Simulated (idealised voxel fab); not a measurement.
The following process module bears the name voxel transistor to metal.
It is cross-section cut that appears here, measuring 140 nm in width, its square cells being 5 nm in size.
Cross-section format: a grid of square cells, given as bands from top to bottom; each band is one or more rows of cells.
Within each band entry, the heights of the top and of the bottom of the band appear first, in that order and in nm; the materials of the band then follow from left to right, each with its corresponding width in nm. The designation "all across" on a single material indicates that it fills the band from edge to edge; the designation "air" indicates empty space.
Heights are reckoned from 0. Under this level, the received wafer is all of one material. The bottommost band is open-ended downward, for example "from 0 down".
Note: "30..40" means the width goes from the first number (top row of the band) to the second number (bottom row) in equal steps per row of cells.
Step marked "nothing different"? Then no cell in the cross-section changed in it.
The list in "Cavities, closed" covers empty spaces of 8 cells or more that cannot reach the top through any open way, and it gives each as width x height at distance; the distance is from the left edge, and width, height and distance are in nm.
Heads up: the bit after the settings on a step's line is the simulator's remark on that step.
overlay nm: where the mask lay relative to plan, measured to the right, on steps with a mask; negatives go left.
Read the rest as pairs. Take the cross-section before one process step, then the cross-section after it, which shows only down to the lowest band that changed. Under the pair, find the step between them and its settings. Bear in mind that pairs may come from different runs of this module on the same starting wafer: link a pair to the pair above it only where its entry headed "Pre-step section" says to.
Pre-step section:
    from 90 to 60 = resist: 20, then air: 15, then resist: 65, then air: 15, then resist: 25
    from 60 to 45 = aC all across
    from 45 to 25 = lowk all across
    from 25 to 20 = SiCN all across
    from 20 to 10 = SiO2: 20, then TiN: 5, then Ru: 5, then TiN: 5, then SiO2: 65, then TiN: 5, then Ru: 5, then TiN: 5, then SiO2: 25
    from 10 to 0 = SiO2: 20, then TiN: 5, then Ru: 5, then TiN: 5, then SiO2: 15, then SiN: 5, then TiN: 5, then HfO2: 5, then W: 5, then HfO2: 5, then TiN: 5, then SiN: 5, then SiO2: 15, then TiN: 5, then Ru: 5, then TiN: 5, then SiO2: 25
    from 0 to -5 = SiO2: 10, then SiN: 5, then SiO2: 5, then TiN: 15, then SiO2: 5, then pSi: 10, then SiN: 5, then TiN: 5, then HfO2: 15, then TiN: 5, then SiN: 5, then pSi: 10, then SiO2: 5, then TiN: 15, then SiO2: 5, then SiN: 5, then SiO2: 15
    from -5 to -10 = SiO2: 15, then pSi: 35, then TiN: 35, then pSi: 35, then SiO2: 20
    from -10 to -15 = SiO2: 20, then pSi: 30, then Si: 35, then pSi: 30, then SiO2: 25
    from -15 to -40 = SiO2: 20, then Si: 95, then SiO2: 25
    from -40 down = Si all across
    Cavities, closed: none
Section After Processing:
    from 75 to 60 = resist: 20, then air: 15, then resist: 65, then air: 15, then resist: 25
    from 60 to 45 = aC: 20, then air: 15, then aC: 65, then air: 15, then aC: 25
    Whatever lies below 45 is exactly as it was before.
    Cavities, closed: none
What process step lies between the two cross-sections above? DIRECTIONAL_ETCH | etch materials aC | depth nm 15
Pre-step section: The initial state for this step is given by the after cross-section of the immediately preceding pair.
Section After Processing:
    from 60 to 45 = aC: 20, then air: 15, then aC: 65, then air: 15, then aC: 25
    Whatever lies below 45 is exactly as it was before.
    Cavities, closed: none
What process step lies between the two cross-sections above? STRIP | etch materials resist
Pre-step section: The initial state for this step is given by the after cross-section of the immediately preceding pair.
Section After Processing:
    from 60 to 45 = aC: 20, then air: 15, then aC: 65, then air: 15, then aC: 25
    from 45 to 25 = lowk: 20, then air: 15, then lowk: 65, then air: 15, then lowk: 25
    Whatever lies below 25 is exactly as it was before.
    Cavities, closed: none
What process step lies between the two cross-sections above? DIRECTIONAL_ETCH | etch materials lowk | depth nm 20
Pre-step section: The initial state for this step is given by the after cross-section of the immediately preceding pair.
Section After Processing:
    from 60 to 45 = aC: 20, then air: 15, then aC: 65, then air: 15, then aC: 25
    from 45 to 25 = lowk: 20, then air: 15, then lowk: 65, then air: 15, then lowk: 25
    from 25 to 20 = SiCN: 20, then air: 15, then SiCN: 65, then air: 15, then SiCN: 25
    Whatever lies below 20 is exactly as it was before.
    Cavities, closed: none
What process step lies between the two cross-sections above? DIRECTIONAL_ETCH | etch materials SiCN | depth nm 5
Pre-step section: The initial state for this step is given by the after cross-section of the immediately preceding pair.
Section After Processing:
    from 45 to 25 = lowk: 20, then air: 15, then lowk: 65, then air: 15, then lowk: 25
    Whatever lies below 25 is exactly as it was before.
    Cavities, closed: none
What process step lies between the two cross-sections above? STRIP | etch materials aC
Pre-step section: The initial state for this step is given by the after cross-section of the immediately preceding pair.
Section After Processing:
    from 50 to 45 = TiN: 25, then air: 5, then TiN: 75, then air: 5, then TiN: 30
    from 45 to 25 = lowk: 20, then TiN: 5, then air: 5, then TiN: 5, then lowk: 65, then TiN: 5, then air: 5, then TiN: 5, then lowk: 25
    from 25 to 20 = SiCN: 20, then TiN: 15, then SiCN: 65, then TiN: 15, then SiCN: 25
    Whatever lies below 20 is exactly as it was before.
    Cavities, closed: none
What process step lies between the two cross-sections above? CONFORMAL_DEP | material TiN | thk nm 5
Pre-step section: The initial state for this step is given by the after cross-section of the immediately preceding pair.
Section After Processing:
    from 55 to 50 = Cu all across
    from 50 to 45 = TiN: 25, then Cu: 5, then TiN: 75, then Cu: 5, then TiN: 30
    from 45 to 25 = lowk: 20, then TiN: 5, then Cu: 5, then TiN: 5, then lowk: 65, then TiN: 5, then Cu: 5, then TiN: 5, then lowk: 25
    Whatever lies below 25 is exactly as it was before.
    Cavities, closed: none
What process step lies between the two cross-sections above? FILL_DEP | material Cu | thk nm 5
Pre-step section: The initial state for this step is given by the after cross-section of the immediately preceding pair.
Section After Processing:
    from 45 to 25 = lowk: 20, then TiN: 5, then Cu: 5, then TiN: 5, then lowk: 65, then TiN: 5, then Cu: 5, then TiN: 5, then lowk: 25
    Whatever lies below 25 is exactly as it was before.
    Cavities, closed: none
What process step lies between the two cross-sections above? CMP | height nm 45
Pre-step section: The initial state for this step is given by the after cross-section of the immediately preceding pair.
Section After Processing:
    from 50 to 45 = SiCN all across
    Whatever lies below 45 is exactly as it was before.
    Cavities, closed: none
What process step lies between the two cross-sections above? CONFORMAL_DEP | material SiCN | thk nm 5
Pre-step section: The initial state for this step is given by the after cross-section of the immediately preceding pair.
Section After Processing:
    from 85 to 50 = lowk all across
    Whatever lies below 50 is exactly as it was before.
    Cavities, closed: none
What process step lies between the two cross-sections above? DIRECTIONAL_DEP | material lowk | thk nm 35
Pre-step section: The initial state for this step is given by the after cross-section of the immediately preceding pair.
Section After Processing:
    from 100 to 85 = resist: 20, then air: 15, then resist: 65, then air: 15, then resist: 25
    Whatever lies below 85 is exactly as it was before.
    Cavities, closed: none
What process step lies between the two cross-sections above? PATTERN | tone open | mask id METAL_2 | material resist | width nm 15 | pitch nm 80 | thk nm 15 | overlay nm 0
Pre-step section: The initial state for this step is given by the after cross-section of the immediately preceding pair.
Section After Processing:
    from 100 to 85 = resist: 20, then air: 15, then resist: 65, then air: 15, then resist: 25
    from 85 to 65 = lowk: 20, then air: 15, then lowk: 65, then air: 15, then lowk: 25
    Whatever lies below 65 is exactly as it was before.
    Cavities, closed: none
What process step lies between the two cross-sections above? DIRECTIONAL_ETCH | etch materials lowk | depth nm 20
Pre-step section: The initial state for this step is given by the after cross-section of the immediately preceding pair.
Section After Processing:
    from 85 to 65 = lowk: 20, then air: 15, then lowk: 65, then air: 15, then lowk: 25
    Whatever lies below 65 is exactly as it was before.
    Cavities, closed: none
What process step lies between the two cross-sections above? STRIP | etch materials resist
Pre-step section: The initial state for this step is given by the after cross-section of the immediately preceding pair.
Section After Processing:
    from 85 to 50 = lowk: 20, then air: 15, then lowk: 65, then air: 15, then lowk: 25
    Whatever lies below 50 is exactly as it was before.
    Cavities, closed: none
What process step lies between the two cross-sections above? MASKED_ETCH | tone open | mask id METAL_2_HOLES | width nm 15 | pitch nm 80 | etch materials lowk | depth nm 15 | overlay nm 0
Pre-step section: The initial state for this step is given by the after cross-section of the immediately preceding pair.
Section After Processing:
    from 85 to 50 = lowk: 20, then air: 15, then lowk: 65, then air: 15, then lowk: 25
    from 50 to 45 = SiCN: 20, then air: 15, then SiCN: 65, then air: 15, then SiCN: 25
    Whatever lies below 45 is exactly as it was before.
    Cavities, closed: none
What process step lies between the two cross-sections above? MASKED_ETCH | tone open | mask id METAL_2_HOLES | width nm 15 | pitch nm 80 | etch materials SiCN | depth nm 5 | overlay nm 0
Pre-step section: The initial state for this step is given by the after cross-section of the immediately preceding pair.
Section After Processing:
    from 90 to 85 = TiN: 25, then air: 5, then TiN: 75, then air: 5, then TiN: 30
    from 85 to 50 = lowk: 20, then TiN: 5, then air: 5, then TiN: 5, then lowk: 65, then TiN: 5, then air: 5, then TiN: 5, then lowk: 25
    from 50 to 45 = SiCN: 20, then TiN: 15, then SiCN: 65, then TiN: 15, then SiCN: 25
    Whatever lies below 45 is exactly as it was before.
    Cavities, closed: none
What process step lies between the two cross-sections above? CONFORMAL_DEP | material TiN | thk nm 5
Pre-step section: The initial state for this step is given by the after cross-section of the immediately preceding pair.
Section After Processing:
    from 100 to 90 = Ru all across
    from 90 to 85 = TiN: 25, then Ru: 5, then TiN: 75, then Ru: 5, then TiN: 30
    from 85 to 50 = lowk: 20, then TiN: 5, then Ru: 5, then TiN: 5, then lowk: 65, then TiN: 5, then Ru: 5, then TiN: 5, then lowk: 25
    Whatever lies below 50 is exactly as it was before.
    Cavities, closed: none
What process step lies between the two cross-sections above? FILL_DEP | material Ru | thk nm 10
Pre-step section: The initial state for this step is given by the after cross-section of the immediately preceding pair.
Section After Processing:
    from 85 to 50 = lowk: 20, then TiN: 5, then Ru: 5, then TiN: 5, then lowk: 65, then TiN: 5, then Ru: 5, then TiN: 5, then lowk: 25
    Whatever lies below 50 is exactly as it was before.
    Cavities, closed: none
What process step lies between the two cross-sections above? CMP | height nm 85
Pre-step section: The initial state for this step is given by the after cross-section of the immediately preceding pair.
Section After Processing:
    from 90 to 85 = SiCN all across
    Whatever lies below 85 is exactly as it was before.
    Cavities, closed: none
What process step lies between the two cross-sections above? CONFORMAL_DEP | material SiCN | thk nm 5
Pre-step section:
    from 100 to 90 = Ru all across
    from 90 to 85 = TiN: 25, then Ru: 5, then TiN: 75, then Ru: 5, then TiN: 30
    from 85 to 50 = lowk: 20, then TiN: 5, then Ru: 5, then TiN: 5, then lowk: 65, then TiN: 5, then Ru: 5, then TiN: 5, then lowk: 25
    from 50 to 45 = SiCN: 20, then TiN: 15, then SiCN: 65, then TiN: 15, then SiCN: 25
    from 45 to 25 = lowk: 20, then TiN: 5, then Cu: 5, then TiN: 5, then lowk: 65, then TiN: 5, then Cu: 5, then TiN: 5, then lowk: 25
    from 25 to 20 = SiCN: 20, then TiN: 15, then SiCN: 65, then TiN: 15, then SiCN: 25
    from 20 to 10 = SiO2: 20, then TiN: 5, then Ru: 5, then TiN: 5, then SiO2: 65, then TiN: 5, then Ru: 5, then TiN: 5, then SiO2: 25
    from 10 to 0 = SiO2: 20, then TiN: 5, then Ru: 5, then TiN: 5, then SiO2: 15, then SiN: 5, then HfO2: 5, then TiN: 5, then W: 5, then TiN: 5, then HfO2: 5, then SiN: 5, then SiO2: 15, then TiN: 5, then Ru: 5, then TiN: 5, then SiO2: 25
    from 0 to -5 = SiO2: 10, then SiN: 5, then SiO2: 5, then TiN: 15, then SiO2: 5, then pSi: 10, then SiN: 5, then HfO2: 5, then TiN: 15, then HfO2: 5, then SiN: 5, then pSi: 10, then SiO2: 5, then TiN: 15, then SiO2: 5, then SiN: 5, then SiO2: 15
    from -5 to -10 = SiO2: 15, then pSi: 35, then HfO2: 35, then pSi: 35, then SiO2: 20
    from -10 to -15 = SiO2: 20, then pSi: 30, then Si: 35, then pSi: 30, then SiO2: 25
    from -15 to -40 = SiO2: 20, then Si: 95, then SiO2: 25
    from -40 down = Si all across
    Cavities, closed: none
Section After Processing:
    from 90 to 85 = TiN: 25, then Ru: 5, then TiN: 75, then Ru: 5, then TiN: 30
    Whatever lies below 85 is exactly as it was before.
    Cavities, closed: none
What process step lies between the two cross-sections above? CMP | height nm 90
Pre-step section: The initial state for this step is given by the after cross-section of the immediately preceding pair.
Section After Processing:
    from 95 to 90 = SiCN all across
    Whatever lies below 90 is exactly as it was before.
    Cavities, closed: none
What process step lies between the two cross-sections above? CONFORMAL_DEP | material SiCN | thk nm 5
Pre-step section:
    from 60 to 45 = aC all across
    from 45 to 25 = lowk all across
    from 25 to 20 = SiCN all across
    from 20 to 10 = SiO2: 20, then TiN: 5, then Ru: 5, then TiN: 5, then SiO2: 65, then TiN: 5, then Ru: 5, then TiN: 5, then SiO2: 25
    from 10 to 0 = SiO2: 20, then TiN: 5, then Ru: 5, then TiN: 5, then SiO2: 15, then SiN: 5, then HfO2: 5, then TiN: 5, then W: 5, then TiN: 5, then HfO2: 5, then SiN: 5, then SiO2: 15, then TiN: 5, then Ru: 5, then TiN: 5, then SiO2: 25
    from 0 to -5 = SiO2: 10, then SiN: 5, then SiO2: 5, then TiN: 15, then SiO2: 5, then pSi: 10, then SiN: 5, then HfO2: 5, then TiN: 15, then HfO2: 5, then SiN: 5, then pSi: 10, then SiO2: 5, then TiN: 15, then SiO2: 5, then SiN: 5, then SiO2: 15
    from -5 to -10 = SiO2: 15, then pSi: 35, then HfO2: 35, then pSi: 35, then SiO2: 20
    from -10 to -15 = SiO2: 20, then pSi: 30, then Si: 35, then pSi: 30, then SiO2: 25
    from -15 to -40 = SiO2: 20, then Si: 95, then SiO2: 25
    from -40 down = Si all across
    Cavities, closed: none
Section After Processing:
    from 90 to 60 = resist: 15, then air: 25, then resist: 55, then air: 25, then resist: 20
    Whatever lies below 60 is exactly as it was before.
    Cavities, closed: none
What process step lies between the two cross-sections above? PATTERN | tone open | mask id METAL_1 | material resist | width nm 25 | pitch nm 80 | thk nm 30 | overlay nm 0
Pre-step section: The initial state for this step is given by the after cross-section of the immediately preceding pair.
Section After Processing:
    from 75 to 60 = resist: 15, then air: 25, then resist: 55, then air: 25, then resist: 20
    from 60 to 45 = aC: 15, then air: 25, then aC: 55, then air: 25, then aC: 20
    Whatever lies below 45 is exactly as it was before.
    Cavities, closed: none
What process step lies between the two cross-sections above? DIRECTIONAL_ETCH | etch materials aC | depth nm 15
Pre-step section: The initial state for this step is given by the after cross-section of the immediately preceding pair.
Section After Processing:
    from 60 to 45 = aC: 15, then air: 25, then aC: 55, then air: 25, then aC: 20
    Whatever lies below 45 is exactly as it was before.
    Cavities, closed: none
What process step lies between the two cross-sections above? STRIP | etch materials resist
Pre-step section: The initial state for this step is given by the after cross-section of the immediately preceding pair.
Section After Processing:
    from 60 to 45 = aC: 15, then air: 25, then aC: 55, then air: 25, then aC: 20
    from 45 to 25 = lowk: 15, then air: 25, then lowk: 55, then air: 25, then lowk: 20
    Whatever lies below 25 is exactly as it was before.
    Cavities, closed: none
What process step lies between the two cross-sections above? DIRECTIONAL_ETCH | etch materials lowk | depth nm 20
Pre-step section: The initial state for this step is given by the after cross-section of the immediately preceding pair.
Section After Processing:
    from 60 to 45 = aC: 15, then air: 25, then aC: 55, then air: 25, then aC: 20
    from 45 to 25 = lowk: 15, then air: 25, then lowk: 55, then air: 25, then lowk: 20
    from 25 to 20 = SiCN: 15, then air: 25, then SiCN: 55, then air: 25, then SiCN: 20
    Whatever lies below 20 is exactly as it was before.
    Cavities, closed: none
What process step lies between the two cross-sections above? DIRECTIONAL_ETCH | etch materials SiCN | depth nm 5
Pre-step section: The initial state for this step is given by the after cross-section of the immediately preceding pair.
Section After Processing:
    from 45 to 25 = lowk: 15, then air: 25, then lowk: 55, then air: 25, then lowk: 20
    Whatever lies below 25 is exactly as it was before.
    Cavities, closed: none
What process step lies between the two cross-sections above? STRIP | etch materials aC
Pre-step section: The initial state for this step is given by the after cross-section of the immediately preceding pair.
Section After Processing:
    from 50 to 45 = TiN: 20, then air: 15, then TiN: 65, then air: 15, then TiN: 25
    from 45 to 25 = lowk: 15, then TiN: 5, then air: 15, then TiN: 5, then lowk: 55, then TiN: 5, then air: 15, then TiN: 5, then lowk: 20
    from 25 to 20 = SiCN: 15, then TiN: 25, then SiCN: 55, then TiN: 25, then SiCN: 20
    Whatever lies below 20 is exactly as it was before.
    Cavities, closed: none
What process step lies between the two cross-sections above? CONFORMAL_DEP | material TiN | thk nm 5
Pre-step section: The initial state for this step is given by the after cross-section of the immediately preceding pair.
Section After Processing:
    from 55 to 50 = Cu all across
    from 50 to 45 = TiN: 20, then Cu: 15, then TiN: 65, then Cu: 15, then TiN: 25
    from 45 to 25 = lowk: 15, then TiN: 5, then Cu: 15, then TiN: 5, then lowk: 55, then TiN: 5, then Cu: 15, then TiN: 5, then lowk: 20
    Whatever lies below 25 is exactly as it was before.
    Cavities, closed: none
What process step lies between the two cross-sections above? FILL_DEP | material Cu | thk nm 5
Pre-step section: The initial state for this step is given by the after cross-section of the immediately preceding pair.
Section After Processing:
    from 45 to 25 = lowk: 15, then TiN: 5, then Cu: 15, then TiN: 5, then lowk: 55, then TiN: 5, then Cu: 15, then TiN: 5, then lowk: 20
    Whatever lies below 25 is exactly as it was before.
    Cavities, closed: none
What process step lies between the two cross-sections above? CMP | height nm 45
Pre-step section: The initial state for this step is given by the after cross-section of the immediately preceding pair.
Section After Processing:
    from 50 to 45 = SiCN all across
    Whatever lies below 45 is exactly as it was before.
    Cavities, closed: none
What process step lies between the two cross-sections above? CONFORMAL_DEP | material SiCN | thk nm 5
Pre-step section: The initial state for this step is given by the after cross-section of the immediately preceding pair.
Section After Processing:
    from 85 to 50 = lowk all across
    Whatever lies below 50 is exactly as it was before.
    Cavities, closed: none
What process step lies between the two cross-sections above? DIRECTIONAL_DEP | material lowk | thk nm 35
Pre-step section: The initial state for this step is given by the after cross-section of the immediately preceding pair.
Section After Processing:
    from 100 to 85 = resist: 20, then air: 15, then resist: 65, then air: 15, then resist: 25
    Whatever lies below 85 is exactly as it was before.
    Cavities, closed: none
What process step lies between the two cross-sections above? PATTERN | tone open | mask id METAL_2 | material resist | width nm 15 | pitch nm 80 | thk nm 15 | overlay nm 0
Pre-step section: The initial state for this step is given by the after cross-section of the immediately preceding pair.
Section After Processing:
    from 100 to 85 = resist: 20, then air: 15, then resist: 65, then air: 15, then resist: 25
    from 85 to 65 = lowk: 20, then air: 15, then lowk: 65, then air: 15, then lowk: 25
    Whatever lies below 65 is exactly as it was before.
    Cavities, closed: none
What process step lies between the two cross-sections above? DIRECTIONAL_ETCH | etch materials lowk | depth nm 20
Pre-step section: The initial state for this step is given by the after cross-section of the immediately preceding pair.
Section After Processing:
    from 85 to 65 = lowk: 20, then air: 15, then lowk: 65, then air: 15, then lowk: 25
    Whatever lies below 65 is exactly as it was before.
    Cavities, closed: none
What process step lies between the two cross-sections above? STRIP | etch materials resist
Pre-step section: The initial state for this step is given by the after cross-section of the immediately preceding pair.
Section After Processing:
    from 85 to 50 = lowk: 20, then air: 15, then lowk: 65, then air: 15, then lowk: 25
    Whatever lies below 50 is exactly as it was before.
    Cavities, closed: none
What process step lies between the two cross-sections above? MASKED_ETCH | tone open | mask id METAL_2_HOLES | width nm 15 | pitch nm 80 | etch materials lowk | depth nm 15 | overlay nm 0
Pre-step section: The initial state for this step is given by the after cross-section of the immediately preceding pair.
Section After Processing:
    from 85 to 50 = lowk: 20, then air: 15, then lowk: 65, then air: 15, then lowk: 25
    from 50 to 45 = SiCN: 20, then air: 15, then SiCN: 65, then air: 15, then SiCN: 25
    Whatever lies below 45 is exactly as it was before.
    Cavities, closed: none
What process step lies between the two cross-sections above? MASKED_ETCH | tone open | mask id METAL_2_HOLES | width nm 15 | pitch nm 80 | etch materials SiCN | depth nm 5 | overlay nm 0
Pre-step section: The initial state for this step is given by the after cross-section of the immediately preceding pair.
Section After Processing:
    from 90 to 85 = TiN: 25, then air: 5, then TiN: 75, then air: 5, then TiN: 30
    from 85 to 50 = lowk: 20, then TiN: 5, then air: 5, then TiN: 5, then lowk: 65, then TiN: 5, then air: 5, then TiN: 5, then lowk: 25
    from 50 to 45 = SiCN: 20, then TiN: 15, then SiCN: 65, then TiN: 15, then SiCN: 25
    Whatever lies below 45 is exactly as it was before.
    Cavities, closed: none
What process step lies between the two cross-sections above? CONFORMAL_DEP | material TiN | thk nm 5
Pre-step section: The initial state for this step is given by the after cross-section of the immediately preceding pair.
Section After Processing:
    from 100 to 90 = Ru all across
    from 90 to 85 = TiN: 25, then Ru: 5, then TiN: 75, then Ru: 5, then TiN: 30
    from 85 to 50 = lowk: 20, then TiN: 5, then Ru: 5, then TiN: 5, then lowk: 65, then TiN: 5, then Ru: 5, then TiN: 5, then lowk: 25
    Whatever lies below 50 is exactly as it was before.
    Cavities, closed: none
What process step lies between the two cross-sections above? FILL_DEP | material Ru | thk nm 10
Pre-step section: The initial state for this step is given by the after cross-section of the immediately preceding pair.
Section After Processing:
    from 85 to 50 = lowk: 20, then TiN: 5, then Ru: 5, then TiN: 5, then lowk: 65, then TiN: 5, then Ru: 5, then TiN: 5, then lowk: 25
    Whatever lies below 50 is exactly as it was before.
    Cavities, closed: none
What process step lies between the two cross-sections above? CMP | height nm 85
Pre-step section: The initial state for this step is given by the after cross-section of the immediately preceding pair.
Section After Processing:
    from 90 to 85 = SiCN all across
    Whatever lies below 85 is exactly as it was before.
    Cavities, closed: none
What process step lies between the two cross-sections above? CONFORMAL_DEP | material SiCN | thk nm 5
Pre-step section:
    from 85 to 65 = lowk: 20, then air: 15, then lowk: 65, then air: 15, then lowk: 25
    from 65 to 50 = lowk all across
    from 50 to 45 = SiCN all across
    from 45 to 25 = lowk: 20, then TiN: 5, then Cu: 5, then TiN: 5, then lowk: 65, then TiN: 5, then Cu: 5, then TiN: 5, then lowk: 25
    from 25 to 20 = SiCN: 20, then TiN: 15, then SiCN: 65, then TiN: 15, then SiCN: 25
    from 20 to 10 = SiO2: 20, then TiN: 5, then Ru: 5, then TiN: 5, then SiO2: 65, then TiN: 5, then Ru: 5, then TiN: 5, then SiO2: 25
    from 10 to 0 = SiO2: 20, then TiN: 5, then Ru: 5, then TiN: 5, then SiO2: 15, then SiN: 5, then HfO2: 5, then TiN: 5, then W: 5, then TiN: 5, then HfO2: 5, then SiN: 5, then SiO2: 15, then TiN: 5, then Ru: 5, then TiN: 5, then SiO2: 25
    from 0 to -5 = SiO2: 10, then SiN: 5, then SiO2: 5, then TiN: 15, then SiO2: 5, then pSi: 10, then SiN: 5, then HfO2: 5, then TiN: 15, then HfO2: 5, then SiN: 5, then pSi: 10, then SiO2: 5, then TiN: 15, then SiO2: 5, then SiN: 5, then SiO2: 15
    from -5 to -10 = SiO2: 15, then pSi: 35, then HfO2: 35, then pSi: 35, then SiO2: 20
    from -10 to -15 = SiO2: 20, then pSi: 30, then Si: 35, then pSi: 30, then SiO2: 25
    from -15 to -40 = SiO2: 20, then Si: 95, then SiO2: 25
    from -40 down = Si all across
    Cavities, closed: none
Section After Processing:
    from 85 to 70 = lowk: 15, then air: 20, then lowk: 60, then air: 20, then lowk: 25
    from 70 to 65 = lowk: 20, then air: 15, then lowk: 65, then air: 15, then lowk: 25
    from 65 to 50 = lowk: 20, then air: 10, then lowk: 70, then air: 10, then lowk: 30
    Whatever lies below 50 is exactly as it was before.
    Cavities, closed: none
What process step lies between the two cross-sections above? MASKED_ETCH | tone open | mask id METAL_2_HOLES | width nm 15 | pitch nm 80 | etch materials lowk | depth nm 15 | overlay nm -5
Pre-step section: The initial state for this step is given by the after cross-section of the immediately preceding pair.
Section After Processing:
    from 85 to 70 = lowk: 15, then air: 20, then lowk: 60, then air: 20, then lowk: 25
    from 70 to 65 = lowk: 20, then air: 15, then lowk: 65, then air: 15, then lowk: 25
    from 65 to 50 = lowk: 20, then air: 10, then lowk: 70, then air: 10, then lowk: 30
    from 50 to 45 = SiCN: 20, then air: 10, then SiCN: 70, then air: 10, then SiCN: 30
    Whatever lies below 45 is exactly as it was before.
    Cavities, closed: none
What process step lies between the two cross-sections above? MASKED_ETCH | tone open | mask id METAL_2_HOLES | width nm 15 | pitch nm 80 | etch materials SiCN | depth nm 5 | overlay nm 0
Pre-step section: The initial state for this step is given by the after cross-section of the immediately preceding pair.
Section After Processing:
    from 90 to 85 = TiN: 20, then air: 10, then TiN: 70, then air: 10, then TiN: 30
    from 85 to 75 = lowk: 15, then TiN: 5, then air: 10, then TiN: 5, then lowk: 60, then TiN: 5, then air: 10, then TiN: 5, then lowk: 25
    from 75 to 70 = lowk: 15, then TiN: 10, then air: 5, then TiN: 5, then lowk: 60, then TiN: 10, then air: 5, then TiN: 5, then lowk: 25
    from 70 to 65 = lowk: 20, then TiN: 15, then lowk: 65, then TiN: 15, then lowk: 25
    from 65 to 50 = lowk: 20, then TiN: 10, then lowk: 70, then TiN: 10, then lowk: 30
    from 50 to 45 = SiCN: 20, then TiN: 10, then SiCN: 70, then TiN: 10, then SiCN: 30
    Whatever lies below 45 is exactly as it was before.
    Cavities, closed: none
What process step lies between the two cross-sections above? CONFORMAL_DEP | material TiN | thk nm 5
Pre-step section: The initial state for this step is given by the after cross-section of the immediately preceding pair.
Section After Processing:
    from 100 to 90 = Ru all across
    from 90 to 85 = TiN: 20, then Ru: 10, then TiN: 70, then Ru: 10, then TiN: 30
    from 85 to 75 = lowk: 15, then TiN: 5, then Ru: 10, then TiN: 5, then lowk: 60, then TiN: 5, then Ru: 10, then TiN: 5, then lowk: 25
    from 75 to 70 = lowk: 15, then TiN: 10, then Ru: 5, then TiN: 5, then lowk: 60, then TiN: 10, then Ru: 5, then TiN: 5, then lowk: 25
    Whatever lies below 70 is exactly as it was before.
    Cavities, closed: none
What process step lies between the two cross-sections above? FILL_DEP | material Ru | thk nm 10
Pre-step section: The initial state for this step is given by the after cross-section of the immediately preceding pair.
Section After Processing:
    from 85 to 75 = lowk: 15, then TiN: 5, then Ru: 10, then TiN: 5, then lowk: 60, then TiN: 5, then Ru: 10, then TiN: 5, then lowk: 25
    Whatever lies below 75 is exactly as it was before.
    Cavities, closed: none
What process step lies between the two cross-sections above? CMP | height nm 85
Pre-step section: The initial state for this step is given by the after cross-section of the immediately preceding pair.
Section After Processing:
    from 90 to 85 = SiCN all across
    Whatever lies below 85 is exactly as it was before.
    Cavities, closed: none
What process step lies between the two cross-sections above? CONFORMAL_DEP | material SiCN | thk nm 5
Pre-step section:
    from 25 to 20 = SiCN all across
    from 20 to 10 = SiO2: 20, then TiN: 5, then Ru: 5, then TiN: 5, then SiO2: 65, then TiN: 5, then Ru: 5, then TiN: 5, then SiO2: 25
    from 10 to 0 = SiO2: 20, then TiN: 5, then Ru: 5, then TiN: 5, then SiO2: 15, then SiN: 5, then HfO2: 5, then TiN: 5, then W: 5, then TiN: 5, then HfO2: 5, then SiN: 5, then SiO2: 15, then TiN: 5, then Ru: 5, then TiN: 5, then SiO2: 25
    from 0 to -5 = SiO2: 10, then SiN: 5, then SiO2: 5, then TiN: 15, then SiO2: 5, then pSi: 10, then SiN: 5, then HfO2: 5, then TiN: 15, then HfO2: 5, then SiN: 5, then pSi: 10, then SiO2: 5, then TiN: 15, then SiO2: 5, then SiN: 5, then SiO2: 15
    from -5 to -10 = SiO2: 15, then pSi: 35, then HfO2: 35, then pSi: 35, then SiO2: 20
    from -10 to -15 = SiO2: 20, then pSi: 30, then Si: 35, then pSi: 30, then SiO2: 25
    from -15 to -40 = SiO2: 20, then Si: 95, then SiO2: 25
    from -40 down = Si all across
    Cavities, closed: none
Section After Processing:
    from 45 to 25 = HfO2 all across
    Whatever lies below 25 is exactly as it was before.
    Cavities, closed: none
What process step lies between the two cross-sections above? DIRECTIONAL_DEP | material HfO2 | thk nm 20
Pre-step section: The initial state for this step is given by the after cross-section of the immediately preceding pair.
Section After Processing:
    from 60 to 45 = aC all across
    Whatever lies below 45 is exactly as it was before.
    Cavities, closed: none
What process step lies between the two cross-sections above? DIRECTIONAL_DEP | material aC | thk nm 15
Pre-step section: The initial state for this step is given by the after cross-section of the immediately preceding pair.
Section After Processing:
    from 90 to 60 = resist: 20, then air: 15, then resist: 65, then air: 15, then resist: 25
    Whatever lies below 60 is exactly as it was before.
    Cavities, closed: none
What process step lies between the two cross-sections above? PATTERN | tone open | mask id METAL_1 | material resist | width nm 15 | pitch nm 80 | thk nm 30 | overlay nm 0
Pre-step section: The initial state for this step is given by the after cross-section of the immediately preceding pair.
Section After Processing:
    from 75 to 60 = resist: 20, then air: 15, then resist: 65, then air: 15, then resist: 25
    from 60 to 45 = aC: 20, then air: 15, then aC: 65, then air: 15, then aC: 25
    Whatever lies below 45 is exactly as it was before.
    Cavities, closed: none
What process step lies between the two cross-sections above? DIRECTIONAL_ETCH | etch materials aC | depth nm 15
Pre-step section: The initial state for this step is given by the after cross-section of the immediately preceding pair.
Section After Processing:
    from 60 to 45 = aC: 20, then air: 15, then aC: 65, then air: 15, then aC: 25
    Whatever lies below 45 is exactly as it was before.
    Cavities, closed: none
What process step lies between the two cross-sections above? STRIP | etch materials resist
Pre-step section: The initial state for this step is given by the after cross-section of the immediately preceding pair.
Section After Processing:
    from 45 to 25 = HfO2 all across
    Whatever lies below 25 is exactly as it was before.
    Cavities, closed: none
What process step lies between the two cross-sections above? STRIP | etch materials aC
Pre-step section: The initial state for this step is given by the after cross-section of the immediately preceding pair.
Section After Processing:
    from 50 to 45 = TiN all across
    Whatever lies below 45 is exactly as it was before.
    Cavities, closed: none
What process step lies between the two cross-sections above? CONFORMAL_DEP | material TiN | thk nm 5
Pre-step section: The initial state for this step is given by the after cross-section of the immediately preceding pair.
Section After Processing:
    from 55 to 50 = Cu all across
    Whatever lies below 50 is exactly as it was before.
    Cavities, closed: none
What process step lies between the two cross-sections above? FILL_DEP | material Cu | thk nm 5
Pre-step section: The initial state for this step is given by the after cross-section of the immediately preceding pair.
Section After Processing:
    from 45 to 25 = HfO2 all across
    Whatever lies below 25 is exactly as it was before.
    Cavities, closed: none
What process step lies between the two cross-sections above? CMP | height nm 45
Pre-step section: The initial state for this step is given by the after cross-section of the immediately preceding pair.
Section After Processing:
    from 50 to 45 = SiCN all across
    Whatever lies below 45 is exactly as it was before.
    Cavities, closed: none
What process step lies between the two cross-sections above? CONFORMAL_DEP | material SiCN | thk nm 5
Pre-step section: The initial state for this step is given by the after cross-section of the immediately preceding pair.
Section After Processing:
    from 85 to 50 = lowk all across
    Whatever lies below 50 is exactly as it was before.
    Cavities, closed: none
What process step lies between the two cross-sections above? DIRECTIONAL_DEP | material lowk | thk nm 35
